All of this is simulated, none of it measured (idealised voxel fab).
Process module in this document: voxel self aligned vias
Square cells of 5 nm make up the cross-section cut, whose width is 180 nm.
The cross-sections in this document take the form of a grid made of square cells. They are written out as bands, in order from top to bottom. Each band consists of one or more rows of cells. Look at the band entry: it leads with the top's height and the bottom's height in nm. Then it lists the materials left to right, with a width in nm for each. The word "throughout" on a single material says that material fills the band edge to edge. The word "empty" is empty space. Height reference: 0 = level under which incoming wafer is all one material. Lowest band: no bottom, runs on downward, e.g. "z 0 and below". So if you see something like "30 to 40" for the width, read it as the top row of the band sitting at the first number and the bottom row at the second, with every row in between moving by the same amount as the last. "changes: none" for a step: no cell of the cross-section changed in that step. "Sealed void list": empty spaces of 8 cells or more with no open way to the top, each given as width x height at distance, distance from the left edge, all in nm. Text after the settings on a step's line: the simulator's own remark on that step. "overlay nm" denotes, for a step that has a mask, the displacement of the mask to the right of its planned place, with negative values corresponding to the left.
Process steps - plan:
- 1: RECEIVE: material Si
- 2: CONFORMAL_DEP: material SiO2, thk nm 10
- 3: CONFORMAL_DEP: material SiCN, thk nm 5
- 4: DIRECTIONAL_DEP: material lowk, thk nm 20
- 5: MASKED_ETCH: tone open, mask id LINES, width nm 25, pitch nm 65, etch materials lowk, depth nm 20, overlay nm 0
- 6: CONFORMAL_DEP: material TiN, thk nm 5
- 7: FILL_DEP: material W, thk nm 5
- 8: CMP: height nm 35
- 9: SELECTIVE_ETCH: etch materials W Ru TiN, depth nm 10
- 10: FILL_DEP: material SiN, thk nm 5
- 11: CMP: height nm 35
- 12: DIRECTIONAL_DEP: material lowk, thk nm 15
- 13: MASKED_ETCH: tone open, mask id VIAS, width nm 35, etch materials lowk, depth nm 15, overlay nm 0
- 14: MASKED_ETCH: tone open, mask id VIAS, width nm 35, etch materials SiN, depth nm 10, overlay nm 0
- 15: CONFORMAL_DEP: material TiN, thk nm 5
- 16: FILL_DEP: material W, thk nm 5
- 17: CMP: height nm 50
- 18: CONFORMAL_DEP: material SiN, thk nm 5
On the first of the two wafers: run conducted according to plan:
Shown in cross-section is the wafer as received, that is, as it stands after step 1:
z 0 and below  Si throughout
Sealed void list: none
Wafer xsec, post step 2:
z 10 to 0  SiO2 throughout
Heights below 0 show no change.
Wafer xsec, post step 3:
z 15 to 10  SiCN throughout
Heights below 10 show no change.
Wafer xsec, post step 4:
z 35 to 15  lowk throughout
Heights below 15 show no change.
Wafer xsec, post step 5:
z 35 to 15  lowk=45  empty=25  lowk=40  empty=25  lowk=45
Heights below 15 show no change.
Wafer xsec, post step 6:
z 40 to 35  TiN=50  empty=15  TiN=50  empty=15  TiN=50
z 35 to 20  lowk=45  TiN=5  empty=15  TiN=5  lowk=40  TiN=5  empty=15  TiN=5  lowk=45
z 20 to 15  lowk=45  TiN=25  lowk=40  TiN=25  lowk=45
Heights below 15 show no change.
Wafer xsec, post step 7:
z 45 to 40  W throughout
z 40 to 35  TiN=50  W=15  TiN=50  W=15  TiN=50
z 35 to 20  lowk=45  TiN=5  W=15  TiN=5  lowk=40  TiN=5  W=15  TiN=5  lowk=45
Heights below 20 show no change.
Wafer xsec, post step 8:
z 35 to 20  lowk=45  TiN=5  W=15  TiN=5  lowk=40  TiN=5  W=15  TiN=5  lowk=45
Heights below 20 show no change.
Wafer xsec, post step 9:
z 35 to 25  lowk=45  empty=25  lowk=40  empty=25  lowk=45
Heights below 25 show no change.
Wafer xsec, post step 10:
z 40 to 35  SiN throughout
z 35 to 25  lowk=45  SiN=25  lowk=40  SiN=25  lowk=45
Heights below 25 show no change.
Wafer xsec, post step 11:
z 35 to 25  lowk=45  SiN=25  lowk=40  SiN=25  lowk=45
Heights below 25 show no change.
Wafer xsec, post step 12:
z 50 to 35  lowk throughout
Heights below 35 show no change.
Wafer xsec, post step 13:
z 50 to 35  lowk=40  empty=35  lowk=105
Heights below 35 show no change.
Wafer xsec, post step 14:
z 50 to 35  lowk=40  empty=35  lowk=105
z 35 to 25  lowk=45  empty=25  lowk=40  SiN=25  lowk=45
Heights below 25 show no change.
Wafer xsec, post step 15:
z 55 to 50  TiN=45  empty=25  TiN=110
z 50 to 40  lowk=40  TiN=5  empty=25  TiN=5  lowk=105
z 40 to 35  lowk=40  TiN=10  empty=15  TiN=10  lowk=105
z 35 to 30  lowk=45  TiN=5  empty=15  TiN=5  lowk=40  SiN=25  lowk=45
z 30 to 25  lowk=45  TiN=25  lowk=40  SiN=25  lowk=45
Heights below 25 show no change.
Wafer xsec, post step 16:
z 60 to 55  W throughout
z 55 to 50  TiN=45  W=25  TiN=110
z 50 to 40  lowk=40  TiN=5  W=25  TiN=5  lowk=105
z 40 to 35  lowk=40  TiN=10  W=15  TiN=10  lowk=105
z 35 to 30  lowk=45  TiN=5  W=15  TiN=5  lowk=40  SiN=25  lowk=45
Heights below 30 show no change.
Wafer xsec, post step 17:
z 50 to 40  lowk=40  TiN=5  W=25  TiN=5  lowk=105
Heights below 40 show no change.
Wafer xsec, post step 18:
z 55 to 50  SiN throughout
Heights below 50 show no change.
Second wafer. Start and plan as for the first. One mistake made in running. Agrees with the first up to and including step 4:
Second wafer, cross-section, planned end of step 5:
z 35 to 15  lowk=40  empty=35  lowk=30  empty=35  lowk=40
Heights below 15 show no change.
Second wafer, cross-section, planned end of step 6:
z 40 to 35  TiN=45  empty=25  TiN=40  empty=25  TiN=45
z 35 to 20  lowk=40  TiN=5  empty=25  TiN=5  lowk=30  TiN=5  empty=25  TiN=5  lowk=40
z 20 to 15  lowk=40  TiN=35  lowk=30  TiN=35  lowk=40
Heights below 15 show no change.
Second wafer, cross-section, planned end of step 7:
z 45 to 40  W throughout
z 40 to 35  TiN=45  W=25  TiN=40  W=25  TiN=45
z 35 to 20  lowk=40  TiN=5  W=25  TiN=5  lowk=30  TiN=5  W=25  TiN=5  lowk=40
Heights below 20 show no change.
Second wafer, cross-section, planned end of step 8:
z 35 to 20  lowk=40  TiN=5  W=25  TiN=5  lowk=30  TiN=5  W=25  TiN=5  lowk=40
Heights below 20 show no change.
Second wafer, cross-section, planned end of step 9:
z 35 to 25  lowk=40  empty=35  lowk=30  empty=35  lowk=40
Heights below 25 show no change.
Second wafer, cross-section, planned end of step 10:
z 40 to 35  SiN throughout
z 35 to 25  lowk=40  SiN=35  lowk=30  SiN=35  lowk=40
Heights below 25 show no change.
Second wafer, cross-section, planned end of step 11:
z 35 to 25  lowk=40  SiN=35  lowk=30  SiN=35  lowk=40
Heights below 25 show no change.
Second wafer, cross-section, planned end of step 12:
z 50 to 35  lowk throughout
Heights below 35 show no change.
Second wafer, cross-section, planned end of step 13:
z 50 to 35  lowk=40  empty=35  lowk=105
Heights below 35 show no change.
Second wafer, cross-section, planned end of step 14:
z 50 to 35  lowk=40  empty=35  lowk=105
z 35 to 25  lowk=40  empty=35  lowk=30  SiN=35  lowk=40
Heights below 25 show no change.
Second wafer, cross-section, planned end of step 15:
z 55 to 50  TiN=45  empty=25  TiN=110
z 50 to 35  lowk=40  TiN=5  empty=25  TiN=5  lowk=105
z 35 to 30  lowk=40  TiN=5  empty=25  TiN=5  lowk=30  SiN=35  lowk=40
z 30 to 25  lowk=40  TiN=35  lowk=30  SiN=35  lowk=40
Heights below 25 show no change.
Second wafer, cross-section, planned end of step 16:
z 60 to 55  W throughout
z 55 to 50  TiN=45  W=25  TiN=110
z 50 to 35  lowk=40  TiN=5  W=25  TiN=5  lowk=105
z 35 to 30  lowk=40  TiN=5  W=25  TiN=5  lowk=30  SiN=35  lowk=40
Heights below 30 show no change.
Second wafer, cross-section, planned end of step 17:
z 50 to 35  lowk=40  TiN=5  W=25  TiN=5  lowk=105
Heights below 35 show no change.
Second wafer, cross-section, planned end of step 18:
z 55 to 50  SiN throughout
Heights below 50 show no change.
The mistake made against the process plan was this: contrary to plan, step 5 was performed as MASKED_ETCH: tone open, mask id LINES, width nm 35, pitch nm 65, etch materials lowk, depth nm 20, overlay nm 0
Final difference in cells, second wafer against first, listed per material as more or fewer: 4 more of SiN; 4 more of TiN; 8 more of W; 16 fewer of lowk
